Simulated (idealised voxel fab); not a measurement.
Process module under the name voxel double patterning
Cross-section cut spans 210 nm and uses square cells 5 nm in size.
Bands, listed from the top down, are how a cross-section gets written in this document; the cross-section itself is a grid of square cells, and a band is one or more rows of them.
Look at the band entry: it leads with the top's height and the bottom's height in nm. Then it lists the materials left to right, with a width in nm for each. The word "all across" on a single material says that material fills the band edge to edge. The word "blank" is empty space.
Height 0 is the level under which the wafer as received is all one material. The lowest band goes on downwards, as in "0 and below".
A two-number width, for instance "30..40", indicates that the width is equal to the first number in the top row of the band and to the second number in the bottom row, and that it changes by a constant amount per row of cells.
Reading "remained unchanged" for a step: not a cell of the cross-section changed in it.
Enclosed cavities: empty space of 8 cells or more with no open way to the top, each as width x height at its distance from the left edge, in nm
Note: text after step settings on the step line = simulator remark on that step.
What "overlay nm" on a step's line means: if the step has a mask, that mask lay this far to the right of its planned place, or, when the value is negative, to the left.
Process steps - plan
1 RECEIVE with material Si
2 CONFORMAL_DEP with material SiO2, thk nm 10
3 DIRECTIONAL_DEP with material polySi, thk nm 10
4 DIRECTIONAL_DEP with material SiN, thk nm 10
5 DIRECTIONAL_DEP with material aC, thk nm 10
6 PATTERN with tone open, mask id FIRST, material resist, width nm 15, pitch nm 50, thk nm 25, overlay nm 0
7 DIRECTIONAL_ETCH with etch materials aC, depth nm 10
8 STRIP with etch materials resist
9 DIRECTIONAL_ETCH with etch materials SiN, depth nm 10
10 STRIP with etch materials aC
11 MASKED_ETCH with tone open, mask id SECOND, width nm 15, pitch nm 50, etch materials SiN, depth nm 10, overlay nm 0
12 DIRECTIONAL_ETCH with etch materials polySi, depth nm 10
13 STRIP with etch materials SiN
As-received state of the wafer in cross-section, equivalent to post-step 1
- 0 and below  Si all across
- Enclosed cavities: none
The plan above was carried out on the starting structure above with one mistake, and this cross-section shows the wafer at the end of the module
- 20 down to 10  blank (45); polySi (15); blank (35); polySi (15); blank (35); polySi (15); blank (50)
- 10 down to 0  SiO2 all across
- 0 and below  Si all across
- Enclosed cavities: none
In executing the process, a mistake was made relative to the plan: step 6 ran as: PATTERN with tone cover, mask id FIRST, material resist, width nm 15, pitch nm 50, thk nm 25, overlay nm 0
